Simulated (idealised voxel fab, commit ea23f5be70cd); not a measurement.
process module | voxel wiring stack
cross-section cut | 215 nm wide | cells 5 nm
A cross-section is a grid of square cells, given in bands from the top down. A band is one or more rows of cells.
Each band's line starts with the height of the band's top and of its bottom, in nm. Then come its materials from left to right, each with its width in nm. One material with "throughout" fills the band from edge to edge. "air" is empty space.
Height 0 is the level under which the wafer as received is all one material. The lowest band goes on downwards, as in "0 down".
A width such as "30 to 40" changes by the same amount from each row of cells to the next, from the band's top row to its bottom row.
"no change" after a step means that no cell of the cross-section changed.
closed voids: empty space of 8 cells or more with no open way to the top, each as width x height at its distance from the left edge, in nm
after a step's settings: what the simulator itself notes on the step
overlay nm, on a step with a mask: how far to the right of its planned place the mask lay; to the left if negative
plan
1 op RECEIVE | material Si
2 op CONFORMAL_DEP | material SiO2 | thk nm 10
3 op CONFORMAL_DEP | material SiN | thk nm 5
4 op DIRECTIONAL_DEP | material SiO2 | thk nm 20
5 op PATTERN | tone open | mask id METAL_1 | material resist | width nm 30 | pitch nm 50 | thk nm 15 | overlay nm 0
6 op DIRECTIONAL_ETCH | etch materials SiO2 | depth nm 20
7 op DIRECTIONAL_ETCH | etch materials SiN | depth nm 5
8 op STRIP | etch materials resist
9 op CONFORMAL_DEP | material TiN | thk nm 5
10 op FILL_DEP | material W | thk nm 5
11 op CMP | height nm 35
12 op CONFORMAL_DEP | material SiCN | thk nm 5
13 op DIRECTIONAL_DEP | material SiO2 | thk nm 10
14 op DIRECTIONAL_DEP | material aC | thk nm 15
15 op PATTERN | tone open | mask id PLUG_1 | material resist | width nm 15 | pitch nm 100 | thk nm 35 | overlay nm 0
16 op DIRECTIONAL_ETCH | etch materials aC | depth nm 15
17 op STRIP | etch materials resist
18 op DIRECTIONAL_ETCH | etch materials SiO2 | depth nm 10
19 op DIRECTIONAL_ETCH | etch materials SiCN | depth nm 5
20 op STRIP | etch materials aC
21 op EPI | material Ru | thk nm 10
22 op EPI | material Ru | thk nm 5
23 op DIRECTIONAL_DEP | material TiN | thk nm 5
24 op DIRECTIONAL_DEP | material Ru | thk nm 25
25 op PATTERN | tone cover | mask id METAL_2 | material resist | width nm 30 | pitch nm 50 | thk nm 15 | overlay nm 0
26 op DIRECTIONAL_ETCH | etch materials Ru | depth nm 25
27 op DIRECTIONAL_ETCH | etch materials TiN | depth nm 5
28 op STRIP | etch materials resist
29 op CONFORMAL_DEP | material SiN | thk nm 5
30 op FILL_DEP | material SiO2 | thk nm 5
31 op CMP | height nm 80
32 op CONFORMAL_DEP | material SiCN | thk nm 5
33 op DIRECTIONAL_DEP | material lowk | thk nm 25
34 op DIRECTIONAL_DEP | material aC | thk nm 10
35 op PATTERN | tone open | mask id METAL_3_HOLES | material resist | width nm 15 | pitch nm 50 | thk nm 30 | overlay nm 0
36 op DIRECTIONAL_ETCH | etch materials aC | depth nm 10
37 op STRIP | etch materials resist
38 op DIRECTIONAL_ETCH | etch materials lowk | depth nm 25
39 op STRIP | etch materials aC
40 op DIRECTIONAL_DEP | material aC | thk nm 15
41 op PATTERN | tone open | mask id METAL_3 | material resist | width nm 30 | pitch nm 50 | thk nm 35 | overlay nm 0
42 op DIRECTIONAL_ETCH | etch materials aC | depth nm 15
43 op STRIP | etch materials resist
44 op DIRECTIONAL_ETCH | etch materials lowk | depth nm 15
45 op DIRECTIONAL_ETCH | etch materials SiCN | depth nm 5
46 op STRIP | etch materials aC
47 op CONFORMAL_DEP | material TiN | thk nm 5
48 op FILL_DEP | material Cu | thk nm 10
49 op CMP | height nm 110
50 op CONFORMAL_DEP | material SiCN | thk nm 5
51 op DIRECTIONAL_DEP | material lowk | thk nm 15
52 op PATTERN | tone open | mask id PLUG_3 | material resist | width nm 15 | pitch nm 50 | thk nm 20 | overlay nm 0
53 op DIRECTIONAL_ETCH | etch materials lowk | depth nm 15
54 op DIRECTIONAL_ETCH | etch materials SiCN | depth nm 5
55 op STRIP | etch materials resist
56 op CONFORMAL_DEP | material TiN | thk nm 5
57 op FILL_DEP | material Ru | thk nm 5
58 op CMP | height nm 130
59 op CONFORMAL_DEP | material SiCN | thk nm 5
60 op DIRECTIONAL_DEP | material SiO2 | thk nm 25
61 op MASKED_ETCH | tone open | mask id METAL_4 | width nm 30 | pitch nm 50 | etch materials SiO2 | depth nm 25 | overlay nm 0
62 op MASKED_ETCH | tone open | mask id METAL_4 | width nm 30 | pitch nm 50 | etch materials SiCN | depth nm 5 | overlay nm 0
63 op CONFORMAL_DEP | material TiN | thk nm 5
64 op FILL_DEP | material Cu | thk nm 10
65 op CMP | height nm 160
66 op EPI | material Ru | thk nm 5
67 op FILL_DEP | material SiCN | thk nm 5
as received, after step 1
  0 down: Si throughout
  closed voids: none
first wafer at the end, as planned
  170 to 165: SiCN throughout
  165 to 160: SiCN 35 | Ru 40 | SiCN 10 | Ru 40 | SiCN 10 | Ru 40 | SiCN 40
  160 to 135: SiO2 40 | TiN 5 | Cu 20 | TiN 5 | SiO2 20 | TiN 5 | Cu 20 | TiN 5 | SiO2 20 | TiN 5 | Cu 20 | TiN 5 | SiO2 45
  135 to 130: SiCN 40 | TiN 30 | SiCN 20 | TiN 30 | SiCN 20 | TiN 30 | SiCN 45
  130 to 115: lowk 40 | TiN 5 | Ru 5 | TiN 5 | lowk 35 | TiN 5 | Ru 5 | TiN 5 | lowk 35 | TiN 5 | Ru 5 | TiN 5 | lowk 60
  115 to 110: SiCN 40 | TiN 15 | SiCN 35 | TiN 15 | SiCN 35 | TiN 15 | SiCN 60
  110 to 100: lowk 40 | TiN 5 | Cu 20 | TiN 5 | lowk 20 | TiN 5 | Cu 20 | TiN 5 | lowk 20 | TiN 5 | Cu 20 | TiN 5 | lowk 45
  100 to 95: lowk 40 | TiN 5 | Cu 5 | TiN 20 | lowk 20 | TiN 5 | Cu 5 | TiN 20 | lowk 20 | TiN 5 | Cu 5 | TiN 20 | lowk 45
  95 to 85: lowk 40 | TiN 5 | Cu 5 | TiN 5 | lowk 35 | TiN 5 | Cu 5 | TiN 5 | lowk 35 | TiN 5 | Cu 5 | TiN 5 | lowk 60
  85 to 80: SiCN 40 | TiN 15 | SiCN 35 | TiN 15 | SiCN 35 | TiN 15 | SiCN 60
  80 to 55: SiO2 35 | SiN 5 | Ru 30 | SiN 5 | SiO2 10 | SiN 5 | Ru 30 | SiN 5 | SiO2 10 | SiN 5 | Ru 30 | SiN 5 | SiO2 40
  55 to 50: SiN 40 | TiN 30 | SiN 20 | TiN 30 | SiN 20 | TiN 30 | SiN 45
  50 to 40: SiO2 40 | Ru 15 | SiO2 85 | Ru 15 | SiO2 60
  40 to 35: SiCN 40 | Ru 15 | SiCN 85 | Ru 15 | SiCN 60
  35 to 15: SiO2 40 | TiN 5 | W 20 | TiN 5 | SiO2 20 | TiN 5 | W 20 | TiN 5 | SiO2 20 | TiN 5 | W 20 | TiN 5 | SiO2 45
  15 to 10: SiN 40 | TiN 30 | SiN 20 | TiN 30 | SiN 20 | TiN 30 | SiN 45
  10 to 0: SiO2 throughout
  0 down: Si throughout
  closed voids: none
second wafer at the end: like start, like plan, one mistake
  170 to 165: SiCN throughout
  165 to 160: SiCN 35 | Ru 40 | SiCN 10 | Ru 40 | SiCN 10 | Ru 40 | SiCN 40
  160 to 140: SiO2 40 | TiN 5 | Cu 20 | TiN 5 | SiO2 20 | TiN 5 | Cu 20 | TiN 5 | SiO2 20 | TiN 5 | Cu 20 | TiN 5 | SiO2 45
  140 to 135: SiO2 40 | TiN 5 | Cu 10 | TiN 15 | SiO2 20 | TiN 5 | Cu 10 | TiN 15 | SiO2 20 | TiN 5 | Cu 10 | TiN 15 | SiO2 45
  135 to 130: SiCN 40 | TiN 20 | SiCN 30 | TiN 20 | SiCN 30 | TiN 20 | SiCN 55
  130 to 115: lowk 40 | TiN 5 | Ru 5 | TiN 5 | lowk 35 | TiN 5 | Ru 5 | TiN 5 | lowk 35 | TiN 5 | Ru 5 | TiN 5 | lowk 60
  115 to 110: SiCN 40 | TiN 15 | SiCN 35 | TiN 15 | SiCN 35 | TiN 15 | SiCN 60
  110 to 100: lowk 40 | TiN 5 | Cu 20 | TiN 5 | lowk 20 | TiN 5 | Cu 20 | TiN 5 | lowk 20 | TiN 5 | Cu 20 | TiN 5 | lowk 45
  100 to 95: lowk 40 | TiN 5 | Cu 5 | TiN 20 | lowk 20 | TiN 5 | Cu 5 | TiN 20 | lowk 20 | TiN 5 | Cu 5 | TiN 20 | lowk 45
  95 to 85: lowk 40 | TiN 5 | Cu 5 | TiN 5 | lowk 35 | TiN 5 | Cu 5 | TiN 5 | lowk 35 | TiN 5 | Cu 5 | TiN 5 | lowk 60
  85 to 80: SiCN 40 | TiN 15 | SiCN 35 | TiN 15 | SiCN 35 | TiN 15 | SiCN 60
  80 to 55: SiO2 35 | SiN 5 | Ru 30 | SiN 5 | SiO2 10 | SiN 5 | Ru 30 | SiN 5 | SiO2 10 | SiN 5 | Ru 30 | SiN 5 | SiO2 40
  55 to 50: SiN 40 | TiN 30 | SiN 20 | TiN 30 | SiN 20 | TiN 30 | SiN 45
  50 to 40: SiO2 40 | Ru 15 | SiO2 85 | Ru 15 | SiO2 60
  40 to 35: SiCN 40 | Ru 15 | SiCN 85 | Ru 15 | SiCN 60
  35 to 15: SiO2 40 | TiN 5 | W 20 | TiN 5 | SiO2 20 | TiN 5 | W 20 | TiN 5 | SiO2 20 | TiN 5 | W 20 | TiN 5 | SiO2 45
  15 to 10: SiN 40 | TiN 30 | SiN 20 | TiN 30 | SiN 20 | TiN 30 | SiN 45
  10 to 0: SiO2 throughout
  0 down: Si throughout
  closed voids: none
what went wrong: step 62 ran as: op MASKED_ETCH | tone open | mask id METAL_4 | width nm 30 | pitch nm 50 | etch materials SiCN | depth nm 5 | overlay nm -10
at the end the second wafer has, in cells: 6 fewer of Cu | 6 more of SiCN
